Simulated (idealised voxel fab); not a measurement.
process module | voxel ribs on slabs
cross-section cut | 295 nm wide | cells 5 nm
A cross-section is a grid of square cells, given in bands from the top down. A band is one or more rows of cells.
Each band's line starts with the height of the band's top and of its bottom, in nm. Then come its materials from left to right, each with its width in nm. One material with "throughout" fills the band from edge to edge. "air" is empty space.
Height 0 is the level under which the wafer as received is all one material. The lowest band goes on downwards, as in "0 down".
A width such as "30 to 40" changes by the same amount from each row of cells to the next, from the band's top row to its bottom row.
"no change" after a step means that no cell of the cross-section changed.
closed voids: empty space of 8 cells or more with no open way to the top, each as width x height at its distance from the left edge, in nm
after a step's settings: what the simulator itself notes on the step
overlay nm, on a step with a mask: how far to the right of its planned place the mask lay; to the left if negative
plan
1 op RECEIVE | material Si
2 op DIRECTIONAL_DEP | material SiO2 | thk nm 30
3 op DIRECTIONAL_DEP | material SiN | thk nm 25
4 op DIRECTIONAL_DEP | material aC | thk nm 15
5 op PATTERN | tone cover | mask id RIB | material resist | width nm 15 | thk nm 30 | overlay nm 0
6 op DIRECTIONAL_ETCH | etch materials aC | depth nm 15
7 op STRIP | etch materials resist
8 op DIRECTIONAL_ETCH | etch materials SiN | depth nm 20
9 op STRIP | etch materials aC
10 op MASKED_ETCH | tone cover | mask id SLAB | width nm 45 | etch materials SiN | depth nm 5 | overlay nm 0
11 op FILL_DEP | material SiO2 | thk nm 30
12 op CMP | height nm 75
13 op DIRECTIONAL_DEP | material W | thk nm 5
14 op DIRECTIONAL_DEP | material aC | thk nm 15
15 op PATTERN | tone cover | mask id HEATER | material resist | width nm 25 | thk nm 30 | overlay nm 0
16 op DIRECTIONAL_ETCH | etch materials aC | depth nm 15
17 op STRIP | etch materials resist
18 op DIRECTIONAL_ETCH | etch materials W | depth nm 5
19 op STRIP | etch materials aC
20 op CONFORMAL_DEP | material SiN | thk nm 5
varied across the wafers: width nm of step 10. The plan shows the first wafer's value. All wafers start alike
first wafer as received, after step 1
  0 down: Si throughout
  closed voids: none
first wafer at the end, after step 20
  85 to 80: air 130 | SiN 35 | air 130
  80 to 75: SiN 135 | W 25 | SiN 135
  75 to 55: SiO2 throughout
  55 to 35: SiO2 140 | SiN 15 | SiO2 140
  35 to 30: SiO2 125 | SiN 45 | SiO2 125
  30 to 0: SiO2 throughout
  0 down: Si throughout
  closed voids: none
last wafer at the end
  85 to 80: air 130 | SiN 35 | air 130
  80 to 75: SiN 135 | W 25 | SiN 135
  75 to 55: SiO2 throughout
  55 to 35: SiO2 140 | SiN 15 | SiO2 140
  35 to 30: SiO2 115 | SiN 70 | SiO2 110
  30 to 0: SiO2 throughout
  0 down: Si throughout
  closed voids: none
each wafer at the end: cells of each material gained (+) or lost (-) since it was received, then its closed voids
width nm 45 | +82 SiN | +864 SiO2 | +5 W | closed voids: none
width nm 50 | +83 SiN | +863 SiO2 | +5 W | closed voids: none
width nm 55 | +84 SiN | +862 SiO2 | +5 W | closed voids: none
width nm 60 | +85 SiN | +861 SiO2 | +5 W | closed voids: none
width nm 65 | +86 SiN | +860 SiO2 | +5 W | closed voids: none
width nm 70 | +87 SiN | +859 SiO2 | +5 W | closed voids: none
